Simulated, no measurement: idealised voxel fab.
The document below concerns the process module designated voxel ribs on slabs.
290 nm wide, 5 nm square cells: that's cross-section cut.
Bands, listed from the top down, are how a cross-section gets written in this document; the cross-section itself is a grid of square cells, and a band is one or more rows of them. The entry gives the band's vertical extent as a top height and a bottom height in nm, then its horizontal make-up as materials from left to right, each with a width in nm. "air" stands for empty space; a single material marked "all across" fills the band edge to edge. For the purposes of this specification, 0 denotes the height below which the wafer in its as-received condition is composed wholly of one material, and the lowermost band, lacking a lower limit, extends downward without end, as expressed in "0..down". The two numbers in a width such as "30 to 40" mark its ends across the band: the first belongs to the top row of cells, the second to the bottom row, and from each row to the next the width moves by the same amount. Step note "no change occurred" = no cross-section cell changed. Each empty space that has no open way to the top and spans at least 8 cells appears under "Catalogued sealed voids" as width x height at distance, the distance counted from the left edge, all in nm. That trailing text on a step's line, after the settings, is the simulator's own remark on the step. When a step includes a mask, the "overlay nm" setting on its line states how far to the right of its planned place that mask lay, and negative values state how far to the left.

# Process steps - plan
1. RECEIVE, material Si
2. DIRECTIONAL_DEP, material SiO2, thk nm 25
3. DIRECTIONAL_DEP, material SiN, thk nm 15
4. DIRECTIONAL_DEP, material aC, thk nm 15
5. PATTERN, tone cover, mask id RIB, material resist, width nm 25, thk nm 30, overlay nm 0
6. DIRECTIONAL_ETCH, etch materials aC, depth nm 15
7. STRIP, etch materials resist
8. DIRECTIONAL_ETCH, etch materials SiN, depth nm 10
9. STRIP, etch materials aC
10. DIRECTIONAL_DEP, material aC, thk nm 10
11. PATTERN, tone cover, mask id SLAB, material resist, width nm 85, thk nm 25, overlay nm 0
12. DIRECTIONAL_ETCH, etch materials aC, depth nm 10
13. STRIP, etch materials resist
14. DIRECTIONAL_ETCH, etch materials SiN, depth nm 5
15. STRIP, etch materials aC
16. FILL_DEP, material SiO2, thk nm 15
17. CMP, height nm 50
18. DIRECTIONAL_DEP, material TiN, thk nm 10
19. DIRECTIONAL_DEP, material aC, thk nm 15
20. PATTERN, tone cover, mask id HEATER, material resist, width nm 25, thk nm 30, overlay nm 0
21. DIRECTIONAL_ETCH, etch materials aC, depth nm 15
22. STRIP, etch materials resist
23. DIRECTIONAL_ETCH, etch materials TiN, depth nm 10
24. STRIP, etch materials aC
25. CONFORMAL_DEP, material SiN, thk nm 10
It is noted that the wafers described herein are identical at the outset and are distinguished by the width nm of step 20; the value stated in the plan corresponds to the first wafer.

# So this is the first of several wafers, cross-sectioned as it came to us, meaning it's at the end of step 1
- 0..down = Si all across
- Catalogued sealed voids: none

# Cross-section of the first of several wafers once the module has run through its last step, step 25
- 70..60 = 120 air  45 SiN  125 air
- 60..50 = 130 SiN  25 TiN  135 SiN
- 50..40 = SiO2 all across
- 40..30 = 130 SiO2  25 SiN  135 SiO2
- 30..25 = 100 SiO2  85 SiN  105 SiO2
- 25..0 = SiO2 all across
- 0..down = Si all across
- Catalogued sealed voids: none

# Last wafer x-sec, end of module
- 70..60 = 110 air  70 SiN  110 air
- 60..50 = 120 SiN  50 TiN  120 SiN
- 50..40 = SiO2 all across
- 40..30 = 130 SiO2  25 SiN  135 SiO2
- 30..25 = 100 SiO2  85 SiN  105 SiO2
- 25..0 = SiO2 all across
- 0..down = Si all across
- Catalogued sealed voids: none

# Below is a per-wafer table. In it, each row describes the wafer at the end of the module by giving, for each material, the number of cells gained (+) or lost (-) since the wafer was received, and after that the closed voids of the wafer
width nm 25 | +151 SiN | +553 SiO2 | +10 TiN | Catalogued sealed voids: none
width nm 30 | +151 SiN | +553 SiO2 | +12 TiN | Catalogued sealed voids: none
width nm 35 | +151 SiN | +553 SiO2 | +14 TiN | Catalogued sealed voids: none
width nm 40 | +151 SiN | +553 SiO2 | +16 TiN | Catalogued sealed voids: none
width nm 45 | +151 SiN | +553 SiO2 | +18 TiN | Catalogued sealed voids: none
width nm 50 | +151 SiN | +553 SiO2 | +20 TiN | Catalogued sealed voids: none
